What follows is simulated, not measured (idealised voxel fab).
Title: Process Module voxel tone inversion
Each square cell in cross-section cut measures 5 nm, and the section as a whole is 170 nm wide.
Cross-section = grid of square cells, listed top down in bands; band = one or more rows. Band: top and bottom heights (nm) first, top before bottom; then materials from left to right, widths in nm. "everywhere" marks a sole material filling the band edge to edge. "air" denotes empty space. Height 0 is the level under which the wafer as received is all one material. The lowest band goes on downwards, as in "from 0 down". The two numbers in a width such as "30..40" mark its ends across the band: the first belongs to the top row of cells, the second to the bottom row, and from each row to the next the width moves by the same amount. Any step labelled "nothing different" changed none of the cells in the cross-section. The list in "Closed void listing" covers empty spaces of 8 cells or more that cannot reach the top through any open way, and it gives each as width x height at distance; the distance is from the left edge, and width, height and distance are in nm. Text after the settings on a step's line: the simulator's own remark on that step. overlay nm: mask offset rightward from planned place, masked step; negative means leftward offset.

# Process steps foreseen in the plan
1 RECEIVE | material Si
2 CONFORMAL_DEP | material SiN | thk nm 10
3 DIRECTIONAL_DEP | material aC | thk nm 25
4 PATTERN | tone cover | mask id POSTS | material resist | width nm 25 | pitch nm 40 | thk nm 30 | overlay nm 0
5 DIRECTIONAL_ETCH | etch materials aC | depth nm 25
6 STRIP | etch materials resist
7 FILL_DEP | material lowk | thk nm 10
8 CMP | height nm 35
9 STRIP | etch materials aC
10 CONFORMAL_DEP | material TiN | thk nm 5
11 FILL_DEP | material Ru | thk nm 10
12 CMP | height nm 35
13 CONFORMAL_DEP | material SiCN | thk nm 5

# What follows covers the first of two wafers; it ran as planned

# Shown in cross-section is the wafer as received, that is, as it stands after step 1
> from 0 down: Si everywhere
> Closed void listing: none

# State of the wafer after step 2, shown in cross-section
> from 10 to 0: SiN everywhere
> All layers under 0 are left as they were.

# State of the wafer after step 3, shown in cross-section
> from 35 to 10: aC everywhere
> All layers under 10 are left as they were.

# State of the wafer after step 4, shown in cross-section
> from 65 to 35: 30 of air | 25 of resist | 15 of air | 25 of resist | 15 of air | 25 of resist | 35 of air
> All layers under 35 are left as they were.

# State of the wafer after step 5, shown in cross-section
> from 40 to 35: 30 of air | 25 of resist | 15 of air | 25 of resist | 15 of air | 25 of resist | 35 of air
> from 35 to 10: 30 of air | 25 of aC | 15 of air | 25 of aC | 15 of air | 25 of aC | 35 of air
> All layers under 10 are left as they were.

# State of the wafer after step 6, shown in cross-section
> from 35 to 10: 30 of air | 25 of aC | 15 of air | 25 of aC | 15 of air | 25 of aC | 35 of air
> All layers under 10 are left as they were.

# State of the wafer after step 7, shown in cross-section
> from 45 to 35: lowk everywhere
> from 35 to 10: 30 of lowk | 25 of aC | 15 of lowk | 25 of aC | 15 of lowk | 25 of aC | 35 of lowk
> All layers under 10 are left as they were.

# State of the wafer after step 8, shown in cross-section
> from 35 to 10: 30 of lowk | 25 of aC | 15 of lowk | 25 of aC | 15 of lowk | 25 of aC | 35 of lowk
> All layers under 10 are left as they were.

# State of the wafer after step 9, shown in cross-section
> from 35 to 10: 30 of lowk | 25 of air | 15 of lowk | 25 of air | 15 of lowk | 25 of air | 35 of lowk
> All layers under 10 are left as they were.

# State of the wafer after step 10, shown in cross-section
> from 40 to 35: 35 of TiN | 15 of air | 25 of TiN | 15 of air | 25 of TiN | 15 of air | 40 of TiN
> from 35 to 15: 30 of lowk | 5 of TiN | 15 of air | 5 of TiN | 15 of lowk | 5 of TiN | 15 of air | 5 of TiN | 15 of lowk | 5 of TiN | 15 of air | 5 of TiN | 35 of lowk
> from 15 to 10: 30 of lowk | 25 of TiN | 15 of lowk | 25 of TiN | 15 of lowk | 25 of TiN | 35 of lowk
> All layers under 10 are left as they were.

# State of the wafer after step 11, shown in cross-section
> from 50 to 40: Ru everywhere
> from 40 to 35: 35 of TiN | 15 of Ru | 25 of TiN | 15 of Ru | 25 of TiN | 15 of Ru | 40 of TiN
> from 35 to 15: 30 of lowk | 5 of TiN | 15 of Ru | 5 of TiN | 15 of lowk | 5 of TiN | 15 of Ru | 5 of TiN | 15 of lowk | 5 of TiN | 15 of Ru | 5 of TiN | 35 of lowk
> All layers under 15 are left as they were.

# State of the wafer after step 12, shown in cross-section
> from 35 to 15: 30 of lowk | 5 of TiN | 15 of Ru | 5 of TiN | 15 of lowk | 5 of TiN | 15 of Ru | 5 of TiN | 15 of lowk | 5 of TiN | 15 of Ru | 5 of TiN | 35 of lowk
> All layers under 15 are left as they were.

# State of the wafer after step 13, shown in cross-section
> from 40 to 35: SiCN everywhere
> All layers under 35 are left as they were.

# Second wafer, same starting conditions and recipe as the first, one mistake in executing it, nothing differs from the first up to and including step 10

# Second wafer: cross-section at the scheduled end of step 11
> from 50 to 40: SiN everywhere
> from 40 to 35: 35 of TiN | 15 of SiN | 25 of TiN | 15 of SiN | 25 of TiN | 15 of SiN | 40 of TiN
> from 35 to 15: 30 of lowk | 5 of TiN | 15 of SiN | 5 of TiN | 15 of lowk | 5 of TiN | 15 of SiN | 5 of TiN | 15 of lowk | 5 of TiN | 15 of SiN | 5 of TiN | 35 of lowk
> All layers under 15 are left as they were.

# Second wafer: cross-section at the scheduled end of step 12
> from 35 to 15: 30 of lowk | 5 of TiN | 15 of SiN | 5 of TiN | 15 of lowk | 5 of TiN | 15 of SiN | 5 of TiN | 15 of lowk | 5 of TiN | 15 of SiN | 5 of TiN | 35 of lowk
> All layers under 15 are left as they were.

# Second wafer: cross-section at the scheduled end of step 13
> from 40 to 35: SiCN everywhere
> All layers under 35 are left as they were.
Against the plan, the run slipped here: step 11 deviated from plan and actually ran as FILL_DEP | material SiN | thk nm 10
Heads up, by the end the second wafer has more or fewer cells of some materials compared to the first: Ru -36, SiN +36
